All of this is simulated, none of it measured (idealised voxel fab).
Module name: voxel wiring stack (process module)
It is cross-section cut that appears here, measuring 290 nm in width, its square cells being 5 nm in size.
We lay out every cross-section as a grid of square cells and spell it out in bands from the top down, where one band means one or more rows of cells. Per band: top height and bottom height in nm, followed by the left-to-right materials and their widths in nm; "edge to edge" marks a single material spanning edge to edge, "blank" marks empty space. The level at which height equals 0 is the one under which the wafer, as it arrives, is entirely one material. No lower edge exists for the bottom band, which continues downward and is notated as in "0 and below". You'd read "30->40" like this: the band's top row of cells is as wide as the first number, its bottom row is as wide as the second, and going down, every row changes width by the same amount as the row before did. Reading "changes: none" for a step: not a cell of the cross-section changed in it. Any empty space of 8 cells or more lacking an open way to the top shows up in "Sealed void list" as width x height at distance, distance from the left edge, in nm. Heads up: the bit after the settings on a step's line is the simulator's remark on that step. Regarding "overlay nm": on a step with a mask, it is the distance the mask lay to the right of its planned place; a negative value places it to the left.
Process steps foreseen in the plan
1: RECEIVE, material Si
2: CONFORMAL_DEP, material SiO2, thk nm 15
3: CONFORMAL_DEP, material SiN, thk nm 5
4: DIRECTIONAL_DEP, material SiO2, thk nm 15
5: PATTERN, tone open, mask id METAL_1, material resist, width nm 20, pitch nm 50, thk nm 20, overlay nm 0
6: DIRECTIONAL_ETCH, etch materials SiO2, depth nm 15
7: DIRECTIONAL_ETCH, etch materials SiN, depth nm 5
8: STRIP, etch materials resist
9: CONFORMAL_DEP, material TiN, thk nm 5
10: FILL_DEP, material Cu, thk nm 5
11: CMP, height nm 35
12: CONFORMAL_DEP, material SiCN, thk nm 5
13: DIRECTIONAL_DEP, material SiO2, thk nm 25
14: DIRECTIONAL_DEP, material aC, thk nm 15
15: PATTERN, tone open, mask id METAL_2_HOLES, material resist, width nm 15, pitch nm 100, thk nm 35, overlay nm 0
16: DIRECTIONAL_ETCH, etch materials aC, depth nm 15
17: STRIP, etch materials resist
18: DIRECTIONAL_ETCH, etch materials SiO2, depth nm 25
19: STRIP, etch materials aC
20: PATTERN, tone open, mask id METAL_2, material resist, width nm 20, pitch nm 50, thk nm 15, overlay nm 0
21: DIRECTIONAL_ETCH, etch materials SiO2, depth nm 15
22: DIRECTIONAL_ETCH, etch materials SiCN, depth nm 5
23: STRIP, etch materials resist
24: CONFORMAL_DEP, material TiN, thk nm 5
25: FILL_DEP, material Ru, thk nm 10
26: CMP, height nm 65
27: CONFORMAL_DEP, material SiCN, thk nm 5
28: DIRECTIONAL_DEP, material lowk, thk nm 30
29: PATTERN, tone open, mask id METAL_3_HOLES, material resist, width nm 15, pitch nm 100, thk nm 20, overlay nm 0
30: DIRECTIONAL_ETCH, etch materials lowk, depth nm 30
31: STRIP, etch materials resist
32: MASKED_ETCH, tone open, mask id METAL_3, width nm 20, pitch nm 50, etch materials lowk, depth nm 20, overlay nm 0
33: MASKED_ETCH, tone open, mask id METAL_3, width nm 20, pitch nm 50, etch materials SiCN, depth nm 5, overlay nm 0
34: CONFORMAL_DEP, material TiN, thk nm 5
35: FILL_DEP, material Ru, thk nm 10
36: CMP, height nm 100
37: CONFORMAL_DEP, material SiCN, thk nm 5
38: DIRECTIONAL_DEP, material lowk, thk nm 10
39: MASKED_ETCH, tone open, mask id PLUG_3, width nm 15, pitch nm 50, etch materials lowk, depth nm 10, overlay nm 0
40: MASKED_ETCH, tone open, mask id PLUG_3, width nm 15, pitch nm 50, etch materials SiCN, depth nm 5, overlay nm 0
41: EPI, material Ru, thk nm 10
42: EPI, material Ru, thk nm 5
43: CONFORMAL_DEP, material SiN, thk nm 5
44: DIRECTIONAL_DEP, material lowk, thk nm 15
45: DIRECTIONAL_DEP, material aC, thk nm 15
46: PATTERN, tone open, mask id METAL_4, material resist, width nm 20, pitch nm 50, thk nm 35, overlay nm 0
47: DIRECTIONAL_ETCH, etch materials aC, depth nm 15
48: STRIP, etch materials resist
49: DIRECTIONAL_ETCH, etch materials lowk, depth nm 15
50: DIRECTIONAL_ETCH, etch materials SiN, depth nm 5
51: STRIP, etch materials aC
52: CONFORMAL_DEP, material TiN, thk nm 5
53: FILL_DEP, material Ru, thk nm 5
54: CMP, height nm 135
55: EPI, material Ru, thk nm 5
56: FILL_DEP, material SiCN, thk nm 5
First wafer of two (run as planned)
Cross-section: wafer on arrival = after step 1
> 0 and below  Si edge to edge
> Sealed void list: none
Wafer xsec, post step 2
> 15 down to 0  SiO2 edge to edge
> Everything below 0 is unchanged.
Wafer xsec, post step 3
> 20 down to 15  SiN edge to edge
> Everything below 15 is unchanged.
Wafer xsec, post step 4
> 35 down to 20  SiO2 edge to edge
> Everything below 20 is unchanged.
Wafer xsec, post step 5
> 55 down to 35  resist: 85, then blank: 20, then resist: 30, then blank: 20, then resist: 30, then blank: 20, then resist: 85
> Everything below 35 is unchanged.
Wafer xsec, post step 6
> 55 down to 35  resist: 85, then blank: 20, then resist: 30, then blank: 20, then resist: 30, then blank: 20, then resist: 85
> 35 down to 20  SiO2: 85, then blank: 20, then SiO2: 30, then blank: 20, then SiO2: 30, then blank: 20, then SiO2: 85
> Everything below 20 is unchanged.
Wafer xsec, post step 7
> 55 down to 35  resist: 85, then blank: 20, then resist: 30, then blank: 20, then resist: 30, then blank: 20, then resist: 85
> 35 down to 20  SiO2: 85, then blank: 20, then SiO2: 30, then blank: 20, then SiO2: 30, then blank: 20, then SiO2: 85
> 20 down to 15  SiN: 85, then blank: 20, then SiN: 30, then blank: 20, then SiN: 30, then blank: 20, then SiN: 85
> Everything below 15 is unchanged.
Wafer xsec, post step 8
> 35 down to 20  SiO2: 85, then blank: 20, then SiO2: 30, then blank: 20, then SiO2: 30, then blank: 20, then SiO2: 85
> Everything below 20 is unchanged.
Wafer xsec, post step 9
> 40 down to 35  TiN: 90, then blank: 10, then TiN: 40, then blank: 10, then TiN: 40, then blank: 10, then TiN: 90
> 35 down to 20  SiO2: 85, then TiN: 5, then blank: 10, then TiN: 5, then SiO2: 30, then TiN: 5, then blank: 10, then TiN: 5, then SiO2: 30, then TiN: 5, then blank: 10, then TiN: 5, then SiO2: 85
> 20 down to 15  SiN: 85, then TiN: 20, then SiN: 30, then TiN: 20, then SiN: 30, then TiN: 20, then SiN: 85
> Everything below 15 is unchanged.
Wafer xsec, post step 10
> 45 down to 40  Cu edge to edge
> 40 down to 35  TiN: 90, then Cu: 10, then TiN: 40, then Cu: 10, then TiN: 40, then Cu: 10, then TiN: 90
> 35 down to 20  SiO2: 85, then TiN: 5, then Cu: 10, then TiN: 5, then SiO2: 30, then TiN: 5, then Cu: 10, then TiN: 5, then SiO2: 30, then TiN: 5, then Cu: 10, then TiN: 5, then SiO2: 85
> Everything below 20 is unchanged.
Wafer xsec, post step 11
> 35 down to 20  SiO2: 85, then TiN: 5, then Cu: 10, then TiN: 5, then SiO2: 30, then TiN: 5, then Cu: 10, then TiN: 5, then SiO2: 30, then TiN: 5, then Cu: 10, then TiN: 5, then SiO2: 85
> Everything below 20 is unchanged.
Wafer xsec, post step 12
> 40 down to 35  SiCN edge to edge
> Everything below 35 is unchanged.
Wafer xsec, post step 13
> 65 down to 40  SiO2 edge to edge
> Everything below 40 is unchanged.
Wafer xsec, post step 14
> 80 down to 65  aC edge to edge
> Everything below 65 is unchanged.
Wafer xsec, post step 15
> 115 down to 80  resist: 85, then blank: 15, then resist: 85, then blank: 15, then resist: 90
> Everything below 80 is unchanged.
Wafer xsec, post step 16
> 100 down to 80  resist: 85, then blank: 15, then resist: 85, then blank: 15, then resist: 90
> 80 down to 65  aC: 85, then blank: 15, then aC: 85, then blank: 15, then aC: 90
> Everything below 65 is unchanged.
Wafer xsec, post step 17
> 80 down to 65  aC: 85, then blank: 15, then aC: 85, then blank: 15, then aC: 90
> Everything below 65 is unchanged.
Wafer xsec, post step 18
> 80 down to 65  aC: 85, then blank: 15, then aC: 85, then blank: 15, then aC: 90
> 65 down to 40  SiO2: 85, then blank: 15, then SiO2: 85, then blank: 15, then SiO2: 90
> Everything below 40 is unchanged.
Wafer xsec, post step 19
> 65 down to 40  SiO2: 85, then blank: 15, then SiO2: 85, then blank: 15, then SiO2: 90
> Everything below 40 is unchanged.
Wafer xsec, post step 20
> 80 down to 65  resist: 85, then blank: 20, then resist: 30, then blank: 20, then resist: 30, then blank: 20, then resist: 85
> Everything below 65 is unchanged.
Wafer xsec, post step 21
> 80 down to 65  resist: 85, then blank: 20, then resist: 30, then blank: 20, then resist: 30, then blank: 20, then resist: 85
> 65 down to 50  SiO2: 85, then blank: 20, then SiO2: 30, then blank: 20, then SiO2: 30, then blank: 20, then SiO2: 85
> Everything below 50 is unchanged.
Wafer xsec, post step 22
> 80 down to 65  resist: 85, then blank: 20, then resist: 30, then blank: 20, then resist: 30, then blank: 20, then resist: 85
> 65 down to 50  SiO2: 85, then blank: 20, then SiO2: 30, then blank: 20, then SiO2: 30, then blank: 20, then SiO2: 85
> 50 down to 40  SiO2: 85, then blank: 15, then SiO2: 85, then blank: 15, then SiO2: 90
> 40 down to 35  SiCN: 85, then blank: 15, then SiCN: 85, then blank: 15, then SiCN: 90
> Everything below 35 is unchanged.
Wafer xsec, post step 23
> 65 down to 50  SiO2: 85, then blank: 20, then SiO2: 30, then blank: 20, then SiO2: 30, then blank: 20, then SiO2: 85
> Everything below 50 is unchanged.
Wafer xsec, post step 24
> 70 down to 65  TiN: 90, then blank: 10, then TiN: 40, then blank: 10, then TiN: 40, then blank: 10, then TiN: 90
> 65 down to 55  SiO2: 85, then TiN: 5, then blank: 10, then TiN: 5, then SiO2: 30, then TiN: 5, then blank: 10, then TiN: 5, then SiO2: 30, then TiN: 5, then blank: 10, then TiN: 5, then SiO2: 85
> 55 down to 50  SiO2: 85, then TiN: 5, then blank: 5, then TiN: 10, then SiO2: 30, then TiN: 20, then SiO2: 30, then TiN: 5, then blank: 5, then TiN: 10, then SiO2: 85
> 50 down to 40  SiO2: 85, then TiN: 5, then blank: 5, then TiN: 5, then SiO2: 85, then TiN: 5, then blank: 5, then TiN: 5, then SiO2: 90
> 40 down to 35  SiCN: 85, then TiN: 15, then SiCN: 85, then TiN: 15, then SiCN: 90
> Everything below 35 is unchanged.
Wafer xsec, post step 25
> 80 down to 70  Ru edge to edge
> 70 down to 65  TiN: 90, then Ru: 10, then TiN: 40, then Ru: 10, then TiN: 40, then Ru: 10, then TiN: 90
> 65 down to 55  SiO2: 85, then TiN: 5, then Ru: 10, then TiN: 5, then SiO2: 30, then TiN: 5, then Ru: 10, then TiN: 5, then SiO2: 30, then TiN: 5, then Ru: 10, then TiN: 5, then SiO2: 85
> 55 down to 50  SiO2: 85, then TiN: 5, then Ru: 5, then TiN: 10, then SiO2: 30, then TiN: 20, then SiO2: 30, then TiN: 5, then Ru: 5, then TiN: 10, then SiO2: 85
> 50 down to 40  SiO2: 85, then TiN: 5, then Ru: 5, then TiN: 5, then SiO2: 85, then TiN: 5, then Ru: 5, then TiN: 5, then SiO2: 90
> Everything below 40 is unchanged.
Wafer xsec, post step 26
> 65 down to 55  SiO2: 85, then TiN: 5, then Ru: 10, then TiN: 5, then SiO2: 30, then TiN: 5, then Ru: 10, then TiN: 5, then SiO2: 30, then TiN: 5, then Ru: 10, then TiN: 5, then SiO2: 85
> Everything below 55 is unchanged.
Wafer xsec, post step 27
> 70 down to 65  SiCN edge to edge
> Everything below 65 is unchanged.
Wafer xsec, post step 28
> 100 down to 70  lowk edge to edge
> Everything below 70 is unchanged.
Wafer xsec, post step 29
> 120 down to 100  resist: 85, then blank: 15, then resist: 85, then blank: 15, then resist: 90
> Everything below 100 is unchanged.
Wafer xsec, post step 30
> 120 down to 100  resist: 85, then blank: 15, then resist: 85, then blank: 15, then resist: 90
> 100 down to 70  lowk: 85, then blank: 15, then lowk: 85, then blank: 15, then lowk: 90
> Everything below 70 is unchanged.
Wafer xsec, post step 31
> 100 down to 70  lowk: 85, then blank: 15, then lowk: 85, then blank: 15, then lowk: 90
> Everything below 70 is unchanged.
Wafer xsec, post step 32
> 100 down to 80  lowk: 85, then blank: 20, then lowk: 30, then blank: 20, then lowk: 30, then blank: 20, then lowk: 85
> Everything below 80 is unchanged.
Wafer xsec, post step 33
> 100 down to 80  lowk: 85, then blank: 20, then lowk: 30, then blank: 20, then lowk: 30, then blank: 20, then lowk: 85
> 80 down to 70  lowk: 85, then blank: 15, then lowk: 85, then blank: 15, then lowk: 90
> 70 down to 65  SiCN: 85, then blank: 15, then SiCN: 85, then blank: 15, then SiCN: 90
> Everything below 65 is unchanged.
Wafer xsec, post step 34
> 105 down to 100  TiN: 90, then blank: 10, then TiN: 40, then blank: 10, then TiN: 40, then blank: 10, then TiN: 90
> 100 down to 85  lowk: 85, then TiN: 5, then blank: 10, then TiN: 5, then lowk: 30, then TiN: 5, then blank: 10, then TiN: 5, then lowk: 30, then TiN: 5, then blank: 10, then TiN: 5, then lowk: 85
> 85 down to 80  lowk: 85, then TiN: 5, then blank: 5, then TiN: 10, then lowk: 30, then TiN: 20, then lowk: 30, then TiN: 5, then blank: 5, then TiN: 10, then lowk: 85
> 80 down to 70  lowk: 85, then TiN: 5, then blank: 5, then TiN: 5, then lowk: 85, then TiN: 5, then blank: 5, then TiN: 5, then lowk: 90
> 70 down to 65  SiCN: 85, then TiN: 15, then SiCN: 85, then TiN: 15, then SiCN: 90
> Everything below 65 is unchanged.
Wafer xsec, post step 35
> 115 down to 105  Ru edge to edge
> 105 down to 100  TiN: 90, then Ru: 10, then TiN: 40, then Ru: 10, then TiN: 40, then Ru: 10, then TiN: 90
> 100 down to 85  lowk: 85, then TiN: 5, then Ru: 10, then TiN: 5, then lowk: 30, then TiN: 5, then Ru: 10, then TiN: 5, then lowk: 30, then TiN: 5, then Ru: 10, then TiN: 5, then lowk: 85
> 85 down to 80  lowk: 85, then TiN: 5, then Ru: 5, then TiN: 10, then lowk: 30, then TiN: 20, then lowk: 30, then TiN: 5, then Ru: 5, then TiN: 10, then lowk: 85
> 80 down to 70  lowk: 85, then TiN: 5, then Ru: 5, then TiN: 5, then lowk: 85, then TiN: 5, then Ru: 5, then TiN: 5, then lowk: 90
> Everything below 70 is unchanged.
Wafer xsec, post step 36
> 100 down to 85  lowk: 85, then TiN: 5, then Ru: 10, then TiN: 5, then lowk: 30, then TiN: 5, then Ru: 10, then TiN: 5, then lowk: 30, then TiN: 5, then Ru: 10, then TiN: 5, then lowk: 85
> Everything below 85 is unchanged.
Wafer xsec, post step 37
> 105 down to 100  SiCN edge to edge
> Everything below 100 is unchanged.
Wafer xsec, post step 38
> 115 down to 105  lowk edge to edge
> Everything below 105 is unchanged.
Wafer xsec, post step 39
> 115 down to 105  lowk: 85, then blank: 15, then lowk: 35, then blank: 15, then lowk: 35, then blank: 15, then lowk: 90
> Everything below 105 is unchanged.
Wafer xsec, post step 40
> 115 down to 105  lowk: 85, then blank: 15, then lowk: 35, then blank: 15, then lowk: 35, then blank: 15, then lowk: 90
> 105 down to 100  SiCN: 85, then blank: 15, then SiCN: 35, then blank: 15, then SiCN: 35, then blank: 15, then SiCN: 90
> Everything below 100 is unchanged.
Wafer xsec, post step 41
> 115 down to 110  lowk: 85, then blank: 15, then lowk: 35, then blank: 15, then lowk: 35, then blank: 15, then lowk: 90
> 110 down to 105  lowk: 85, then Ru: 15, then lowk: 35, then Ru: 15, then lowk: 35, then Ru: 15, then lowk: 90
> 105 down to 100  SiCN: 85, then Ru: 15, then SiCN: 35, then Ru: 15, then SiCN: 35, then Ru: 15, then SiCN: 90
> Everything below 100 is unchanged.
Wafer xsec, post step 42
> 115 down to 105  lowk: 85, then Ru: 15, then lowk: 35, then Ru: 15, then lowk: 35, then Ru: 15, then lowk: 90
> Everything below 105 is unchanged.
Wafer xsec, post step 43
> 120 down to 115  SiN edge to edge
> Everything below 115 is unchanged.
Wafer xsec, post step 44
> 135 down to 120  lowk edge to edge
> Everything below 120 is unchanged.
Wafer xsec, post step 45
> 150 down to 135  aC edge to edge
> Everything below 135 is unchanged.
Wafer xsec, post step 46
> 185 down to 150  resist: 85, then blank: 20, then resist: 30, then blank: 20, then resist: 30, then blank: 20, then resist: 85
> Everything below 150 is unchanged.
Wafer xsec, post step 47
> 170 down to 150  resist: 85, then blank: 20, then resist: 30, then blank: 20, then resist: 30, then blank: 20, then resist: 85
> 150 down to 135  aC: 85, then blank: 20, then aC: 30, then blank: 20, then aC: 30, then blank: 20, then aC: 85
> Everything below 135 is unchanged.
Wafer xsec, post step 48
> 150 down to 135  aC: 85, then blank: 20, then aC: 30, then blank: 20, then aC: 30, then blank: 20, then aC: 85
> Everything below 135 is unchanged.
Wafer xsec, post step 49
> 150 down to 135  aC: 85, then blank: 20, then aC: 30, then blank: 20, then aC: 30, then blank: 20, then aC: 85
> 135 down to 120  lowk: 85, then blank: 20, then lowk: 30, then blank: 20, then lowk: 30, then blank: 20, then lowk: 85
> Everything below 120 is unchanged.
Wafer xsec, post step 50
> 150 down to 135  aC: 85, then blank: 20, then aC: 30, then blank: 20, then aC: 30, then blank: 20, then aC: 85
> 135 down to 120  lowk: 85, then blank: 20, then lowk: 30, then blank: 20, then lowk: 30, then blank: 20, then lowk: 85
> 120 down to 115  SiN: 85, then blank: 20, then SiN: 30, then blank: 20, then SiN: 30, then blank: 20, then SiN: 85
> Everything below 115 is unchanged.
Wafer xsec, post step 51
> 135 down to 120  lowk: 85, then blank: 20, then lowk: 30, then blank: 20, then lowk: 30, then blank: 20, then lowk: 85
> Everything below 120 is unchanged.
Wafer xsec, post step 52
> 140 down to 135  TiN: 90, then blank: 10, then TiN: 40, then blank: 10, then TiN: 40, then blank: 10, then TiN: 90
> 135 down to 120  lowk: 85, then TiN: 5, then blank: 10, then TiN: 5, then lowk: 30, then TiN: 5, then blank: 10, then TiN: 5, then lowk: 30, then TiN: 5, then blank: 10, then TiN: 5, then lowk: 85
> 120 down to 115  SiN: 85, then TiN: 20, then SiN: 30, then TiN: 20, then SiN: 30, then TiN: 20, then SiN: 85
> Everything below 115 is unchanged.
Wafer xsec, post step 53
> 145 down to 140  Ru edge to edge
> 140 down to 135  TiN: 90, then Ru: 10, then TiN: 40, then Ru: 10, then TiN: 40, then Ru: 10, then TiN: 90
> 135 down to 120  lowk: 85, then TiN: 5, then Ru: 10, then TiN: 5, then lowk: 30, then TiN: 5, then Ru: 10, then TiN: 5, then lowk: 30, then TiN: 5, then Ru: 10, then TiN: 5, then lowk: 85
> Everything below 120 is unchanged.
Wafer xsec, post step 54
> 135 down to 120  lowk: 85, then TiN: 5, then Ru: 10, then TiN: 5, then lowk: 30, then TiN: 5, then Ru: 10, then TiN: 5, then lowk: 30, then TiN: 5, then Ru: 10, then TiN: 5, then lowk: 85
> Everything below 120 is unchanged.
Wafer xsec, post step 55
> 140 down to 135  blank: 80, then Ru: 30, then blank: 20, then Ru: 30, then blank: 20, then Ru: 30, then blank: 80
> Everything below 135 is unchanged.
Wafer xsec, post step 56
> 145 down to 140  SiCN edge to edge
> 140 down to 135  SiCN: 80, then Ru: 30, then SiCN: 20, then Ru: 30, then SiCN: 20, then Ru: 30, then SiCN: 80
> Everything below 135 is unchanged.
Regarding the second of the two wafers: it shared the first wafer's starting condition and process plan, yet one error occurred during its execution. Its history coincides with that of the first wafer up to and including step 19
When step 20 should have ended
> 80 down to 65  blank: 85, then resist: 20, then blank: 30, then resist: 20, then blank: 30, then resist: 20, then blank: 85
> 65 down to 40  SiO2: 85, then resist: 15, then SiO2: 85, then resist: 15, then SiO2: 90
> Everything below 40 is unchanged.
When step 21 should have ended
> 80 down to 65  blank: 85, then resist: 20, then blank: 30, then resist: 20, then blank: 30, then resist: 20, then blank: 85
> 65 down to 50  blank: 85, then resist: 15, then SiO2: 5, then blank: 30, then SiO2: 20, then blank: 30, then resist: 15, then SiO2: 5, then blank: 85
> Everything below 50 is unchanged.
when step 22 should have ended: changes: none
When step 23 should have ended
> 65 down to 50  blank: 100, then SiO2: 5, then blank: 30, then SiO2: 20, then blank: 45, then SiO2: 5, then blank: 85
> 50 down to 40  SiO2: 85, then blank: 15, then SiO2: 85, then blank: 15, then SiO2: 90
> Everything below 40 is unchanged.
When step 24 should have ended
> 70 down to 65  blank: 95, then TiN: 15, then blank: 20, then TiN: 30, then blank: 35, then TiN: 15, then blank: 80
> 65 down to 55  blank: 95, then TiN: 5, then SiO2: 5, then TiN: 5, then blank: 20, then TiN: 5, then SiO2: 20, then TiN: 5, then blank: 35, then TiN: 5, then SiO2: 5, then TiN: 5, then blank: 80
> 55 down to 50  TiN: 90, then blank: 5, then TiN: 5, then SiO2: 5, then TiN: 30, then SiO2: 20, then TiN: 35, then blank: 5, then TiN: 5, then SiO2: 5, then TiN: 85
> 50 down to 45  SiO2: 85, then TiN: 5, then blank: 5, then TiN: 5, then SiO2: 85, then TiN: 5, then blank: 5, then TiN: 5, then SiO2: 90
> 45 down to 40  SiO2: 85, then TiN: 15, then SiO2: 85, then TiN: 15, then SiO2: 90
> Everything below 40 is unchanged.
When step 25 should have ended
> 80 down to 70  Ru edge to edge
> 70 down to 65  Ru: 95, then TiN: 15, then Ru: 20, then TiN: 30, then Ru: 35, then TiN: 15, then Ru: 80
> 65 down to 55  Ru: 95, then TiN: 5, then SiO2: 5, then TiN: 5, then Ru: 20, then TiN: 5, then SiO2: 20, then TiN: 5, then Ru: 35, then TiN: 5, then SiO2: 5, then TiN: 5, then Ru: 80
> 55 down to 50  TiN: 90, then Ru: 5, then TiN: 5, then SiO2: 5, then TiN: 30, then SiO2: 20, then TiN: 35, then Ru: 5, then TiN: 5, then SiO2: 5, then TiN: 85
> 50 down to 45  SiO2: 85, then TiN: 5, then Ru: 5, then TiN: 5, then SiO2: 85, then TiN: 5, then Ru: 5, then TiN: 5, then SiO2: 90
> Everything below 45 is unchanged.
When step 26 should have ended
> 65 down to 55  Ru: 95, then TiN: 5, then SiO2: 5, then TiN: 5, then Ru: 20, then TiN: 5, then SiO2: 20, then TiN: 5, then Ru: 35, then TiN: 5, then SiO2: 5, then TiN: 5, then Ru: 80
> Everything below 55 is unchanged.
When step 27 should have ended
> 70 down to 65  SiCN edge to edge
> Everything below 65 is unchanged.
When step 28 should have ended
> 100 down to 70  lowk edge to edge
> Everything below 70 is unchanged.
When step 29 should have ended
> 120 down to 100  resist: 85, then blank: 15, then resist: 85, then blank: 15, then resist: 90
> Everything below 100 is unchanged.
When step 30 should have ended
> 120 down to 100  resist: 85, then blank: 15, then resist: 85, then blank: 15, then resist: 90
> 100 down to 70  lowk: 85, then blank: 15, then lowk: 85, then blank: 15, then lowk: 90
> Everything below 70 is unchanged.
When step 31 should have ended
> 100 down to 70  lowk: 85, then blank: 15, then lowk: 85, then blank: 15, then lowk: 90
> Everything below 70 is unchanged.
When step 32 should have ended
> 100 down to 80  lowk: 85, then blank: 20, then lowk: 30, then blank: 20, then lowk: 30, then blank: 20, then lowk: 85
> Everything below 80 is unchanged.
When step 33 should have ended
> 100 down to 80  lowk: 85, then blank: 20, then lowk: 30, then blank: 20, then lowk: 30, then blank: 20, then lowk: 85
> 80 down to 70  lowk: 85, then blank: 15, then lowk: 85, then blank: 15, then lowk: 90
> 70 down to 65  SiCN: 85, then blank: 15, then SiCN: 85, then blank: 15, then SiCN: 90
> Everything below 65 is unchanged.
When step 34 should have ended
> 105 down to 100  TiN: 90, then blank: 10, then TiN: 40, then blank: 10, then TiN: 40, then blank: 10, then TiN: 90
> 100 down to 85  lowk: 85, then TiN: 5, then blank: 10, then TiN: 5, then lowk: 30, then TiN: 5, then blank: 10, then TiN: 5, then lowk: 30, then TiN: 5, then blank: 10, then TiN: 5, then lowk: 85
> 85 down to 80  lowk: 85, then TiN: 5, then blank: 5, then TiN: 10, then lowk: 30, then TiN: 20, then lowk: 30, then TiN: 5, then blank: 5, then TiN: 10, then lowk: 85
> 80 down to 70  lowk: 85, then TiN: 5, then blank: 5, then TiN: 5, then lowk: 85, then TiN: 5, then blank: 5, then TiN: 5, then lowk: 90
> 70 down to 65  SiCN: 85, then TiN: 15, then SiCN: 85, then TiN: 15, then SiCN: 90
> Everything below 65 is unchanged.
When step 35 should have ended
> 115 down to 105  Ru edge to edge
> 105 down to 100  TiN: 90, then Ru: 10, then TiN: 40, then Ru: 10, then TiN: 40, then Ru: 10, then TiN: 90
> 100 down to 85  lowk: 85, then TiN: 5, then Ru: 10, then TiN: 5, then lowk: 30, then TiN: 5, then Ru: 10, then TiN: 5, then lowk: 30, then TiN: 5, then Ru: 10, then TiN: 5, then lowk: 85
> 85 down to 80  lowk: 85, then TiN: 5, then Ru: 5, then TiN: 10, then lowk: 30, then TiN: 20, then lowk: 30, then TiN: 5, then Ru: 5, then TiN: 10, then lowk: 85
> 80 down to 70  lowk: 85, then TiN: 5, then Ru: 5, then TiN: 5, then lowk: 85, then TiN: 5, then Ru: 5, then TiN: 5, then lowk: 90
> Everything below 70 is unchanged.
When step 36 should have ended
> 100 down to 85  lowk: 85, then TiN: 5, then Ru: 10, then TiN: 5, then lowk: 30, then TiN: 5, then Ru: 10, then TiN: 5, then lowk: 30, then TiN: 5, then Ru: 10, then TiN: 5, then lowk: 85
> Everything below 85 is unchanged.
When step 37 should have ended
> 105 down to 100  SiCN edge to edge
> Everything below 100 is unchanged.
When step 38 should have ended
> 115 down to 105  lowk edge to edge
> Everything below 105 is unchanged.
When step 39 should have ended
> 115 down to 105  lowk: 85, then blank: 15, then lowk: 35, then blank: 15, then lowk: 35, then blank: 15, then lowk: 90
> Everything below 105 is unchanged.
When step 40 should have ended
> 115 down to 105  lowk: 85, then blank: 15, then lowk: 35, then blank: 15, then lowk: 35, then blank: 15, then lowk: 90
> 105 down to 100  SiCN: 85, then blank: 15, then SiCN: 35, then blank: 15, then SiCN: 35, then blank: 15, then SiCN: 90
> Everything below 100 is unchanged.
When step 41 should have ended
> 115 down to 110  lowk: 85, then blank: 15, then lowk: 35, then blank: 15, then lowk: 35, then blank: 15, then lowk: 90
> 110 down to 105  lowk: 85, then Ru: 15, then lowk: 35, then Ru: 15, then lowk: 35, then Ru: 15, then lowk: 90
> 105 down to 100  SiCN: 85, then Ru: 15, then SiCN: 35, then Ru: 15, then SiCN: 35, then Ru: 15, then SiCN: 90
> Everything below 100 is unchanged.
When step 42 should have ended
> 115 down to 105  lowk: 85, then Ru: 15, then lowk: 35, then Ru: 15, then lowk: 35, then Ru: 15, then lowk: 90
> Everything below 105 is unchanged.
When step 43 should have ended
> 120 down to 115  SiN edge to edge
> Everything below 115 is unchanged.
When step 44 should have ended
> 135 down to 120  lowk edge to edge
> Everything below 120 is unchanged.
When step 45 should have ended
> 150 down to 135  aC edge to edge
> Everything below 135 is unchanged.
When step 46 should have ended
> 185 down to 150  resist: 85, then blank: 20, then resist: 30, then blank: 20, then resist: 30, then blank: 20, then resist: 85
> Everything below 150 is unchanged.
When step 47 should have ended
> 170 down to 150  resist: 85, then blank: 20, then resist: 30, then blank: 20, then resist: 30, then blank: 20, then resist: 85
> 150 down to 135  aC: 85, then blank: 20, then aC: 30, then blank: 20, then aC: 30, then blank: 20, then aC: 85
> Everything below 135 is unchanged.
When step 48 should have ended
> 150 down to 135  aC: 85, then blank: 20, then aC: 30, then blank: 20, then aC: 30, then blank: 20, then aC: 85
> Everything below 135 is unchanged.
When step 49 should have ended
> 150 down to 135  aC: 85, then blank: 20, then aC: 30, then blank: 20, then aC: 30, then blank: 20, then aC: 85
> 135 down to 120  lowk: 85, then blank: 20, then lowk: 30, then blank: 20, then lowk: 30, then blank: 20, then lowk: 85
> Everything below 120 is unchanged.
When step 50 should have ended
> 150 down to 135  aC: 85, then blank: 20, then aC: 30, then blank: 20, then aC: 30, then blank: 20, then aC: 85
> 135 down to 120  lowk: 85, then blank: 20, then lowk: 30, then blank: 20, then lowk: 30, then blank: 20, then lowk: 85
> 120 down to 115  SiN: 85, then blank: 20, then SiN: 30, then blank: 20, then SiN: 30, then blank: 20, then SiN: 85
> Everything below 115 is unchanged.
When step 51 should have ended
> 135 down to 120  lowk: 85, then blank: 20, then lowk: 30, then blank: 20, then lowk: 30, then blank: 20, then lowk: 85
> Everything below 120 is unchanged.
When step 52 should have ended
> 140 down to 135  TiN: 90, then blank: 10, then TiN: 40, then blank: 10, then TiN: 40, then blank: 10, then TiN: 90
> 135 down to 120  lowk: 85, then TiN: 5, then blank: 10, then TiN: 5, then lowk: 30, then TiN: 5, then blank: 10, then TiN: 5, then lowk: 30, then TiN: 5, then blank: 10, then TiN: 5, then lowk: 85
> 120 down to 115  SiN: 85, then TiN: 20, then SiN: 30, then TiN: 20, then SiN: 30, then TiN: 20, then SiN: 85
> Everything below 115 is unchanged.
When step 53 should have ended
> 145 down to 140  Ru edge to edge
> 140 down to 135  TiN: 90, then Ru: 10, then TiN: 40, then Ru: 10, then TiN: 40, then Ru: 10, then TiN: 90
> 135 down to 120  lowk: 85, then TiN: 5, then Ru: 10, then TiN: 5, then lowk: 30, then TiN: 5, then Ru: 10, then TiN: 5, then lowk: 30, then TiN: 5, then Ru: 10, then TiN: 5, then lowk: 85
> Everything below 120 is unchanged.
When step 54 should have ended
> 135 down to 120  lowk: 85, then TiN: 5, then Ru: 10, then TiN: 5, then lowk: 30, then TiN: 5, then Ru: 10, then TiN: 5, then lowk: 30, then TiN: 5, then Ru: 10, then TiN: 5, then lowk: 85
> Everything below 120 is unchanged.
When step 55 should have ended
> 140 down to 135  blank: 80, then Ru: 30, then blank: 20, then Ru: 30, then blank: 20, then Ru: 30, then blank: 80
> Everything below 135 is unchanged.
When step 56 should have ended
> 145 down to 140  SiCN edge to edge
> 140 down to 135  SiCN: 80, then Ru: 30, then SiCN: 20, then Ru: 30, then SiCN: 20, then Ru: 30, then SiCN: 80
> Everything below 135 is unchanged.
Heads up, the wafer didn't run the way we planned it: it should be noted that step 20 was executed with settings other than those planned, the operation and settings actually applied being PATTERN, tone cover, mask id METAL_2, material resist, width nm 20, pitch nm 50, thk nm 15, overlay nm 0
Final comparison by cell count, materials where the second wafer has more or fewer than the first: 78 more of Ru, 6 more of SiCN, 120 fewer of SiO2, 36 more of TiN
